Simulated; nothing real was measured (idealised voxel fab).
process module | voxel transistor to metal
cross-section cut | 170 nm wide | cells 5 nm
A cross-section is a grid of square cells, given in bands from the top down. A band is one or more rows of cells.
Each band's line starts with the height of the band's top and of its bottom, in nm. Then come its materials from left to right, each with its width in nm. One material with "throughout" fills the band from edge to edge. "air" is empty space.
Height 0 is the level under which the wafer as received is all one material. The lowest band goes on downwards, as in "0 down".
A width such as "30 to 40" changes by the same amount from each row of cells to the next, from the band's top row to its bottom row.
"no change" after a step means that no cell of the cross-section changed.
closed voids: empty space of 8 cells or more with no open way to the top, each as width x height at its distance from the left edge, in nm
after a step's settings: what the simulator itself notes on the step
overlay nm, on a step with a mask: how far to the right of its planned place the mask lay; to the left if negative
plan
1 op RECEIVE | material Si
2 op CONFORMAL_DEP | material SiO2 | thk nm 5
3 op CONFORMAL_DEP | material SiN | thk nm 10
4 op PATTERN | tone cover | mask id ACTIVE | material resist | width nm 95 | thk nm 15 | overlay nm 0
5 op DIRECTIONAL_ETCH | etch materials SiN | depth nm 10
6 op DIRECTIONAL_ETCH | etch materials SiO2 | depth nm 5
7 op DIRECTIONAL_ETCH | etch materials Si | depth nm 35
8 op STRIP | etch materials resist
9 op FILL_DEP | material SiO2 | thk nm 10
10 op CMP | height nm 15
11 op SELECTIVE_ETCH | etch materials SiO2 | depth nm 5
12 op STRIP | etch materials SiN
13 op SELECTIVE_ETCH | etch materials SiO2 | depth nm 5
14 op OXIDIZE | depth nm 5
15 op DIRECTIONAL_DEP | material polySi | thk nm 25
16 op DIRECTIONAL_DEP | material SiCN | thk nm 10
17 op PATTERN | tone cover | mask id GATE | material resist | width nm 25 | thk nm 15 | overlay nm 0
18 op DIRECTIONAL_ETCH | etch materials SiCN | depth nm 20
19 op DIRECTIONAL_ETCH | etch materials polySi | depth nm 35
20 op STRIP | etch materials resist
21 op CONFORMAL_DEP | material SiO2 | thk nm 5
22 op DIRECTIONAL_ETCH | etch materials SiO2 | depth nm 5
23 op CONFORMAL_DEP | material SiN | thk nm 10
24 op DIRECTIONAL_ETCH | etch materials SiN | depth nm 10
25 op DIRECTIONAL_ETCH | etch materials SiO2 | depth nm 5
26 op DIRECTIONAL_ETCH | etch materials Si | depth nm 10
27 op EPI | material SiGe | thk nm 10
28 op FILL_DEP | material SiO2 | thk nm 5
29 op CMP | height nm 35
30 op DIRECTIONAL_DEP | material SiO2 | thk nm 15
31 op MASKED_ETCH | tone open | mask id CONTACT | width nm 25 | pitch nm 60 | etch materials SiO2 | depth nm 45 | overlay nm 0
32 op CONFORMAL_DEP | material TiN | thk nm 5
33 op FILL_DEP | material W | thk nm 5
34 op CMP | height nm 50
35 op DIRECTIONAL_DEP | material TiN | thk nm 5
36 op DIRECTIONAL_DEP | material Ru | thk nm 25
37 op PATTERN | tone cover | mask id METAL_1 | material resist | width nm 15 | pitch nm 70 | thk nm 15 | overlay nm 0
38 op DIRECTIONAL_ETCH | etch materials Ru | depth nm 25
39 op DIRECTIONAL_ETCH | etch materials TiN | depth nm 5
40 op STRIP | etch materials resist
41 op FILL_DEP | material SiO2 | thk nm 5
42 op CMP | height nm 80
43 op CONFORMAL_DEP | material SiCN | thk nm 5
44 op DIRECTIONAL_DEP | material SiO2 | thk nm 25
45 op PATTERN | tone open | mask id METAL_2 | material resist | width nm 15 | pitch nm 70 | thk nm 20 | overlay nm 0
46 op DIRECTIONAL_ETCH | etch materials SiO2 | depth nm 15
47 op STRIP | etch materials resist
48 op DIRECTIONAL_DEP | material aC | thk nm 10
49 op PATTERN | tone open | mask id METAL_2_HOLES | material resist | width nm 15 | pitch nm 70 | thk nm 30 | overlay nm 0
50 op DIRECTIONAL_ETCH | etch materials aC | depth nm 10
51 op STRIP | etch materials resist
52 op DIRECTIONAL_ETCH | etch materials SiO2 | depth nm 10
53 op DIRECTIONAL_ETCH | etch materials SiCN | depth nm 5
54 op STRIP | etch materials aC
55 op CONFORMAL_DEP | material TiN | thk nm 5
56 op FILL_DEP | material Ru | thk nm 10
57 op CMP | height nm 110
58 op CONFORMAL_DEP | material SiN | thk nm 5
varied across the wafers: width nm of step 45. The plan shows the first wafer's value. All wafers start alike
first wafer as received, after step 1
  0 down: Si throughout
  closed voids: none
each wafer at the end: cells of each material gained (+) or lost (-) since it was received, then its closed voids
width nm 15 | +40 Ru | -132 Si | +38 SiCN | +16 SiGe | +66 SiN | +631 SiO2 | +74 TiN | +24 W | +25 polySi | closed voids: none
width nm 20 | +44 Ru | -132 Si | +38 SiCN | +16 SiGe | +66 SiN | +625 SiO2 | +76 TiN | +24 W | +25 polySi | closed voids: none
width nm 25 | +48 Ru | -132 Si | +38 SiCN | +16 SiGe | +66 SiN | +619 SiO2 | +78 TiN | +24 W | +25 polySi | closed voids: none
width nm 30 | +52 Ru | -132 Si | +38 SiCN | +16 SiGe | +66 SiN | +613 SiO2 | +80 TiN | +24 W | +25 polySi | closed voids: none
